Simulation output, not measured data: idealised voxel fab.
The document below concerns the process module designated voxel wiring stack.
For reference, the cross-section in this document is cut, with width 220 nm and square cells of 5 nm.
A cross-section is a grid of square cells, given in bands from the top down. A band is one or more rows of cells.
Band: top height; bottom height; in nm. Then, left to right: material with width in nm, for each material. "throughout": a single material spanning edge to edge. "air": empty space.
The reference from which all heights are counted is 0, the level beneath which the as-received wafer is entirely one material; the lowest band, having no lower bound, proceeds downward and is written after the example "0 nm and below".
You'd read "30->40" like this: the band's top row of cells is as wide as the first number, its bottom row is as wide as the second, and going down, every row changes width by the same amount as the row before did.
A step reported as "no alteration" is a step in which no cell of the cross-section changed.
The entry titled "Closed cavity list" provides the empty spaces that have no open way to the top, restricted to those of 8 cells or more. Each is presented as width x height at distance, the distance being measured from the left edge, with all three in nm.
Whatever follows a step's settings on its line is a remark the simulator itself makes about that step.
Regarding "overlay nm": on a step with a mask, it is the distance the mask lay to the right of its planned place; a negative value places it to the left.
## plan
1. RECEIVE,material Si
2. CONFORMAL_DEP,material SiO2,thk nm 10
3. DIRECTIONAL_DEP,material TiN,thk nm 5
4. DIRECTIONAL_DEP,material Ru,thk nm 20
5. DIRECTIONAL_DEP,material aC,thk nm 10
6. PATTERN,tone cover,mask id METAL_1,material resist,width nm 30,pitch nm 45,thk nm 30,overlay nm 0
7. DIRECTIONAL_ETCH,etch materials aC,depth nm 10
8. STRIP,etch materials resist
9. DIRECTIONAL_ETCH,etch materials Ru,depth nm 20
10. DIRECTIONAL_ETCH,etch materials TiN,depth nm 5
11. STRIP,etch materials aC
12. CONFORMAL_DEP,material SiCN,thk nm 5
13. FILL_DEP,material SiO2,thk nm 5
14. CMP,height nm 35
15. CONFORMAL_DEP,material SiCN,thk nm 5
16. DIRECTIONAL_DEP,material lowk,thk nm 30
17. DIRECTIONAL_DEP,material aC,thk nm 10
18. PATTERN,tone open,mask id METAL_2_HOLES,material resist,width nm 15,thk nm 25,overlay nm 0
19. DIRECTIONAL_ETCH,etch materials aC,depth nm 10
20. STRIP,etch materials resist
21. DIRECTIONAL_ETCH,etch materials lowk,depth nm 30
22. STRIP,etch materials aC
23. MASKED_ETCH,tone open,mask id METAL_2,width nm 30,pitch nm 45,etch materials lowk,depth nm 15,overlay nm 0
24. MASKED_ETCH,tone open,mask id METAL_2,width nm 20,pitch nm 45,etch materials SiCN,depth nm 5,overlay nm 0
25. CONFORMAL_DEP,material TiN,thk nm 5
26. FILL_DEP,material Ru,thk nm 10
27. CMP,height nm 70
28. CONFORMAL_DEP,material SiCN,thk nm 5
29. DIRECTIONAL_DEP,material lowk,thk nm 10
30. PATTERN,tone open,mask id PLUG_2,material resist,width nm 15,thk nm 20,overlay nm 0
31. DIRECTIONAL_ETCH,etch materials lowk,depth nm 10
32. DIRECTIONAL_ETCH,etch materials SiCN,depth nm 5
33. STRIP,etch materials resist
34. CONFORMAL_DEP,material TiN,thk nm 5
35. FILL_DEP,material W,thk nm 5
36. CMP,height nm 85
37. CONFORMAL_DEP,material SiCN,thk nm 5
38. DIRECTIONAL_DEP,material SiO2,thk nm 15
39. PATTERN,tone open,mask id METAL_3,material resist,width nm 30,pitch nm 45,thk nm 15,overlay nm 0
40. DIRECTIONAL_ETCH,etch materials SiO2,depth nm 15
41. DIRECTIONAL_ETCH,etch materials SiCN,depth nm 5
42. STRIP,etch materials resist
43. CONFORMAL_DEP,material TiN,thk nm 5
44. FILL_DEP,material Ru,thk nm 5
45. CMP,height nm 105
46. EPI,material Ru,thk nm 5
47. FILL_DEP,material SiCN,thk nm 5
Wafer-to-wafer difference: width nm, step 24. Common start. Plan = first wafer's value.
## Cross-section of the first incoming wafer of several, state after step 1
> 0 nm and below | Si throughout
> Closed cavity list: none
## Row per wafer, end-of-module: cell gain (+)/loss (-) by material since the wafer came in, then closed voids
width nm 20, +107 Ru, +235 SiCN, +296 SiO2, +71 TiN, +2 W, +301 lowk, Closed cavity list: none
width nm 25, +107 Ru, +235 SiCN, +296 SiO2, +71 TiN, +2 W, +301 lowk, Closed cavity list: none
width nm 30, +108 Ru, +234 SiCN, +296 SiO2, +71 TiN, +2 W, +301 lowk, Closed cavity list: none
